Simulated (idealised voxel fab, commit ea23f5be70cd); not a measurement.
process module | voxel wiring stack
cross-section cut | 170 nm wide | cells 5 nm
A cross-section is a grid of square cells, given in bands from the top down. A band is one or more rows of cells.
Each band's line starts with the height of the band's top and of its bottom, in nm. Then come its materials from left to right, each with its width in nm. One material with "throughout" fills the band from edge to edge. "air" is empty space.
Height 0 is the level under which the wafer as received is all one material. The lowest band goes on downwards, as in "0 down".
A width such as "30 to 40" changes by the same amount from each row of cells to the next, from the band's top row to its bottom row.
"no change" after a step means that no cell of the cross-section changed.
closed voids: empty space of 8 cells or more with no open way to the top, each as width x height at its distance from the left edge, in nm
after a step's settings: what the simulator itself notes on the step
overlay nm, on a step with a mask: how far to the right of its planned place the mask lay; to the left if negative
plan
1 op RECEIVE | material Si
2 op CONFORMAL_DEP | material SiO2 | thk nm 15
3 op CONFORMAL_DEP | material SiCN | thk nm 5
4 op DIRECTIONAL_DEP | material lowk | thk nm 25
5 op MASKED_ETCH | tone open | mask id METAL_1 | width nm 25 | pitch nm 55 | etch materials lowk | depth nm 25 | overlay nm 0
6 op MASKED_ETCH | tone open | mask id METAL_1 | width nm 25 | pitch nm 55 | etch materials SiCN | depth nm 5 | overlay nm 0
7 op CONFORMAL_DEP | material TiN | thk nm 5
8 op FILL_DEP | material Ru | thk nm 10
9 op CMP | height nm 45
10 op CONFORMAL_DEP | material SiCN | thk nm 5
11 op DIRECTIONAL_DEP | material SiO2 | thk nm 35
12 op PATTERN | tone open | mask id METAL_2_HOLES | material resist | width nm 15 | pitch nm 55 | thk nm 15 | overlay nm 0
13 op DIRECTIONAL_ETCH | etch materials SiO2 | depth nm 35
14 op STRIP | etch materials resist
15 op DIRECTIONAL_DEP | material aC | thk nm 10
16 op PATTERN | tone open | mask id METAL_2 | material resist | width nm 25 | pitch nm 55 | thk nm 30 | overlay nm 0
17 op DIRECTIONAL_ETCH | etch materials aC | depth nm 10
18 op STRIP | etch materials resist
19 op DIRECTIONAL_ETCH | etch materials SiO2 | depth nm 20
20 op DIRECTIONAL_ETCH | etch materials SiCN | depth nm 5
21 op STRIP | etch materials aC
22 op CONFORMAL_DEP | material TiN | thk nm 5
23 op FILL_DEP | material Cu | thk nm 5
24 op CMP | height nm 85
25 op CONFORMAL_DEP | material SiCN | thk nm 5
as received, after step 1
  0 down: Si throughout
  closed voids: none
first wafer at the end, as planned
  90 to 85: SiCN throughout
  85 to 70: SiO2 15 | TiN 5 | Cu 15 | TiN 5 | SiO2 30 | TiN 5 | Cu 15 | TiN 5 | SiO2 30 | TiN 5 | Cu 15 | TiN 5 | SiO2 20
  70 to 65: SiO2 15 | TiN 5 | Cu 5 | TiN 15 | SiO2 30 | TiN 5 | Cu 5 | TiN 15 | SiO2 30 | TiN 5 | Cu 5 | TiN 15 | SiO2 20
  65 to 50: SiO2 15 | TiN 5 | Cu 5 | TiN 5 | SiO2 40 | TiN 5 | Cu 5 | TiN 5 | SiO2 40 | TiN 5 | Cu 5 | TiN 5 | SiO2 30
  50 to 45: SiCN 15 | TiN 15 | SiCN 40 | TiN 15 | SiCN 40 | TiN 15 | SiCN 30
  45 to 20: lowk 15 | TiN 5 | Ru 15 | TiN 5 | lowk 30 | TiN 5 | Ru 15 | TiN 5 | lowk 30 | TiN 5 | Ru 15 | TiN 5 | lowk 20
  20 to 15: SiCN 15 | TiN 25 | SiCN 30 | TiN 25 | SiCN 30 | TiN 25 | SiCN 20
  15 to 0: SiO2 throughout
  0 down: Si throughout
  closed voids: none
second wafer at the end: like start, like plan, one mistake
  90 to 85: SiCN throughout
  85 to 70: SiO2 15 | TiN 5 | Cu 15 | TiN 5 | SiO2 30 | TiN 5 | Cu 15 | TiN 5 | SiO2 30 | TiN 5 | Cu 15 | TiN 5 | SiO2 20
  70 to 65: SiO2 15 | TiN 5 | Cu 5 | TiN 15 | SiO2 30 | TiN 5 | Cu 5 | TiN 15 | SiO2 30 | TiN 5 | Cu 5 | TiN 15 | SiO2 20
  65 to 50: SiO2 15 | TiN 5 | Cu 5 | TiN 5 | SiO2 40 | TiN 5 | Cu 5 | TiN 5 | SiO2 40 | TiN 5 | Cu 5 | TiN 5 | SiO2 30
  50 to 45: SiCN 15 | TiN 15 | SiCN 40 | TiN 15 | SiCN 40 | TiN 15 | SiCN 30
  45 to 30: lowk 15 | TiN 5 | Ru 15 | TiN 5 | lowk 30 | TiN 5 | Ru 15 | TiN 5 | lowk 30 | TiN 5 | Ru 15 | TiN 5 | lowk 20
  30 to 25: SiCN 15 | TiN 25 | SiCN 30 | TiN 25 | SiCN 30 | TiN 25 | SiCN 20
  25 to 15: SiCN throughout
  15 to 0: SiO2 throughout
  0 down: Si throughout
  closed voids: none
what went wrong: step 3 ran as: op CONFORMAL_DEP | material SiCN | thk nm 15
at the end the second wafer has, in cells: 18 fewer of Ru | 68 more of SiCN | 12 fewer of TiN | 38 fewer of lowk
